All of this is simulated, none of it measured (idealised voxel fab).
This section sets out a process module, namely voxel released beams.
Displayed cross-section: cut, width of 280 nm, square cells sized 5 nm.
Cross-section layout: square cells on a grid; listed as bands, top to bottom; a band spans one or more cell rows. What a band's entry tells you: where the top is and where the bottom is, as heights in nm, and after that what lies inside, material by material from left to right, each with its width in nm. Empty space is written as the word "air", and a single material marked with the word "throughout" occupies the band from edge to edge. Height reference: 0 = level under which incoming wafer is all one material. Lowest band: no bottom, runs on downward, e.g. "from 0 down". The two numbers in a width such as "30->40" mark its ends across the band: the first belongs to the top row of cells, the second to the bottom row, and from each row to the next the width moves by the same amount. "no modifications", as given for a step, is the statement that not any cell of the cross-section underwent a change during that step. "Enclosed cavities" lists enclosed empty spaces (at least 8 cells, no open path upward to the top), each as width x height at distance from the left edge, in nm. after a step's settings: what the simulator itself notes on the step. overlay nm: step with mask; distance mask lay right of planned place; negative value = left of planned place.
[Set out below are the planned steps of the process]
1 RECEIVE, material Si
2 CONFORMAL_DEP, material SiN, thk nm 10
3 DIRECTIONAL_DEP, material SiO2, thk nm 15
4 MASKED_ETCH, tone open, mask id ANCHOR, width nm 40, etch materials SiO2, depth nm 15, overlay nm 0
5 CONFORMAL_DEP, material W, thk nm 15
6 DIRECTIONAL_DEP, material aC, thk nm 10
7 PATTERN, tone cover, mask id BEAM, material resist, width nm 120, thk nm 25, overlay nm 0
8 DIRECTIONAL_ETCH, etch materials aC, depth nm 10
9 STRIP, etch materials resist
10 DIRECTIONAL_ETCH, etch materials W, depth nm 15
11 STRIP, etch materials aC
12 STRIP, etch materials SiO2
[As-received state of the wafer in cross-section, equivalent to post-step 1]
- from 0 down: Si throughout
- Enclosed cavities: none
[The cross-section shown corresponds to the wafer at the conclusion of the module. The initial structure and the process plan are those presented above; however, one mistake occurred in executing the plan]
- from 30 to 15: air (75), W (20), air (10), W (90), air (85)
- from 15 to 0: air (80), W (40), air (160)
- from 0 down: Si throughout
- Enclosed cavities: none
What broke from the plan during processing? the plan's step 2 went unexecuted, having been skipped
